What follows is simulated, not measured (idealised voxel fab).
The process module that follows is named voxel transistor to metal.
Square cell edge 5 nm, section width 190 nm, ID cut.
Cross-section layout: square cells on a grid; listed as bands, top to bottom; a band spans one or more cell rows.
What a band's entry tells you: where the top is and where the bottom is, as heights in nm, and after that what lies inside, material by material from left to right, each with its width in nm. Empty space is written as the word "air", and a single material marked with the word "edge to edge" occupies the band from edge to edge.
For the purposes of this specification, 0 denotes the height below which the wafer in its as-received condition is composed wholly of one material, and the lowermost band, lacking a lower limit, extends downward without end, as expressed in "from 0 down".
With a width like "30->40", each row of cells in the band differs from the next by the same amount, the top row carrying the first number and the bottom row the second.
"same as before" after a step means that no cell of the cross-section changed.
The list in "Completely enclosed voids" covers empty spaces of 8 cells or more that cannot reach the top through any open way, and it gives each as width x height at distance; the distance is from the left edge, and width, height and distance are in nm.
Text after the settings on a step's line: the simulator's own remark on that step.
If you see "overlay nm" on a step's line and that step has a mask, it's telling you how far right of where it was planned the mask ended up; a negative number means it went left instead.

INTENDED PROCESS STEPS
1: RECEIVE: material Si
2: OXIDIZE: depth nm 5
3: CONFORMAL_DEP: material SiN, thk nm 15
4: PATTERN: tone cover, mask id ACTIVE, material resist, width nm 115, thk nm 15, overlay nm 0
5: DIRECTIONAL_ETCH: etch materials SiN, depth nm 15
6: DIRECTIONAL_ETCH: etch materials SiO2, depth nm 5
7: DIRECTIONAL_ETCH: etch materials Si, depth nm 30
8: STRIP: etch materials resist
9: FILL_DEP: material SiO2, thk nm 15
10: CMP: height nm 15
11: SELECTIVE_ETCH: etch materials SiO2, depth nm 15
12: STRIP: etch materials SiN
13: SELECTIVE_ETCH: etch materials SiO2, depth nm 5
14: OXIDIZE: depth nm 5
15: DIRECTIONAL_DEP: material polySi, thk nm 25
16: DIRECTIONAL_DEP: material SiCN, thk nm 10
17: DIRECTIONAL_DEP: material aC, thk nm 10
18: PATTERN: tone cover, mask id GATE, material resist, width nm 25, thk nm 30, overlay nm 0
19: DIRECTIONAL_ETCH: etch materials aC, depth nm 10
20: STRIP: etch materials resist
21: DIRECTIONAL_ETCH: etch materials SiCN, depth nm 20
22: DIRECTIONAL_ETCH: etch materials polySi, depth nm 35
23: STRIP: etch materials aC
24: CONFORMAL_DEP: material SiO2, thk nm 5
25: DIRECTIONAL_ETCH: etch materials SiO2, depth nm 5
26: CONFORMAL_DEP: material SiN, thk nm 5
27: DIRECTIONAL_ETCH: etch materials SiN, depth nm 5
28: DIRECTIONAL_ETCH: etch materials SiO2, depth nm 5
29: DIRECTIONAL_ETCH: etch materials Si, depth nm 10
30: EPI: material SiGe, thk nm 10
31: FILL_DEP: material SiO2, thk nm 5
32: CMP: height nm 30
33: DIRECTIONAL_DEP: material SiO2, thk nm 15
34: DIRECTIONAL_DEP: material aC, thk nm 15
35: PATTERN: tone open, mask id CONTACT, material resist, width nm 30, pitch nm 65, thk nm 30, overlay nm 0
36: DIRECTIONAL_ETCH: etch materials aC, depth nm 15
37: STRIP: etch materials resist
38: DIRECTIONAL_ETCH: etch materials SiO2, depth nm 55
39: STRIP: etch materials aC
40: CONFORMAL_DEP: material TiN, thk nm 5
41: FILL_DEP: material Ru, thk nm 5
42: CMP: height nm 45
43: DIRECTIONAL_DEP: material TiN, thk nm 5
44: DIRECTIONAL_DEP: material Ru, thk nm 25
45: PATTERN: tone cover, mask id METAL_1, material resist, width nm 20, pitch nm 75, thk nm 15, overlay nm 0
46: DIRECTIONAL_ETCH: etch materials Ru, depth nm 25
47: DIRECTIONAL_ETCH: etch materials TiN, depth nm 5
48: STRIP: etch materials resist
49: FILL_DEP: material lowk, thk nm 10
50: CMP: height nm 75
51: CONFORMAL_DEP: material SiCN, thk nm 5
52: DIRECTIONAL_DEP: material SiO2, thk nm 25
53: PATTERN: tone open, mask id METAL_2, material resist, width nm 20, pitch nm 75, thk nm 20, overlay nm 0
54: DIRECTIONAL_ETCH: etch materials SiO2, depth nm 15
55: STRIP: etch materials resist
56: DIRECTIONAL_DEP: material aC, thk nm 15
57: PATTERN: tone open, mask id METAL_2_HOLES, material resist, width nm 15, pitch nm 75, thk nm 35, overlay nm 0
58: DIRECTIONAL_ETCH: etch materials aC, depth nm 15
59: STRIP: etch materials resist
60: DIRECTIONAL_ETCH: etch materials SiO2, depth nm 10
61: DIRECTIONAL_ETCH: etch materials SiCN, depth nm 5
62: STRIP: etch materials aC
63: CONFORMAL_DEP: material TiN, thk nm 5
64: FILL_DEP: material Cu, thk nm 5
65: CMP: height nm 105
66: CONFORMAL_DEP: material SiCN, thk nm 5

AS-RECEIVED STATE OF THE WAFER IN CROSS-SECTION, EQUIVALENT TO POST-STEP 1
* from 0 down = Si edge to edge
* Completely enclosed voids: none

THE MODULE WAS RUN FROM THE START SHOWN ABOVE USING THE PLAN SHOWN ABOVE, BUT ONE MISTAKE WAS MADE DOING IT; THE RESULTING WAFER CROSS-SECTION IS BELOW
* from 110 to 105 = SiCN edge to edge
* from 105 to 95 = SiO2: 45, TiN: 5, Cu: 10, TiN: 5, SiO2: 55, TiN: 5, Cu: 10, TiN: 5, SiO2: 50
* from 95 to 90 = SiO2: 45, TiN: 5, Cu: 5, TiN: 10, SiO2: 55, TiN: 5, Cu: 5, TiN: 10, SiO2: 50
* from 90 to 80 = SiO2: 45, TiN: 5, Cu: 5, TiN: 5, SiO2: 60, TiN: 5, Cu: 5, TiN: 5, SiO2: 55
* from 80 to 75 = SiCN: 45, TiN: 15, SiCN: 60, TiN: 15, SiCN: 55
* from 75 to 50 = lowk: 45, Ru: 20, lowk: 55, Ru: 20, lowk: 50
* from 50 to 45 = lowk: 45, TiN: 20, lowk: 55, TiN: 20, lowk: 50
* from 45 to 30 = SiO2: 45, TiN: 5, Ru: 20, TiN: 5, SiO2: 35, TiN: 5, Ru: 20, TiN: 5, SiO2: 50
* from 30 to 20 = SiO2: 45, TiN: 5, Ru: 20, TiN: 5, SiO2: 5, SiCN: 25, SiO2: 5, TiN: 5, Ru: 20, TiN: 5, SiO2: 50
* from 20 to 5 = SiO2: 45, TiN: 5, Ru: 20, TiN: 5, SiO2: 5, polySi: 25, SiO2: 5, TiN: 5, Ru: 20, TiN: 5, SiO2: 50
* from 5 to 0 = SiO2: 45, TiN: 5, Ru: 10, TiN: 15, SiO2: 5, polySi: 25, SiO2: 5, TiN: 15, Ru: 10, TiN: 5, SiO2: 50
* from 0 to -5 = SiO2: 45, TiN: 5, Ru: 10, TiN: 5, SiGe: 10, SiO2: 5, polySi: 25, SiO2: 5, SiGe: 10, TiN: 5, Ru: 10, TiN: 5, SiO2: 50
* from -5 to -10 = SiO2: 45, TiN: 20, SiGe: 10, SiO2: 35, SiGe: 10, TiN: 20, SiO2: 50
* from -10 to -20 = SiO2: 35, SiGe: 40, Si: 35, SiGe: 40, SiO2: 40
* from -20 to -35 = SiO2: 35, Si: 115, SiO2: 40
* from -35 down = Si edge to edge
* Completely enclosed voids: none
Deviation noted in wafer processing: no execution of plan step 26; skipped
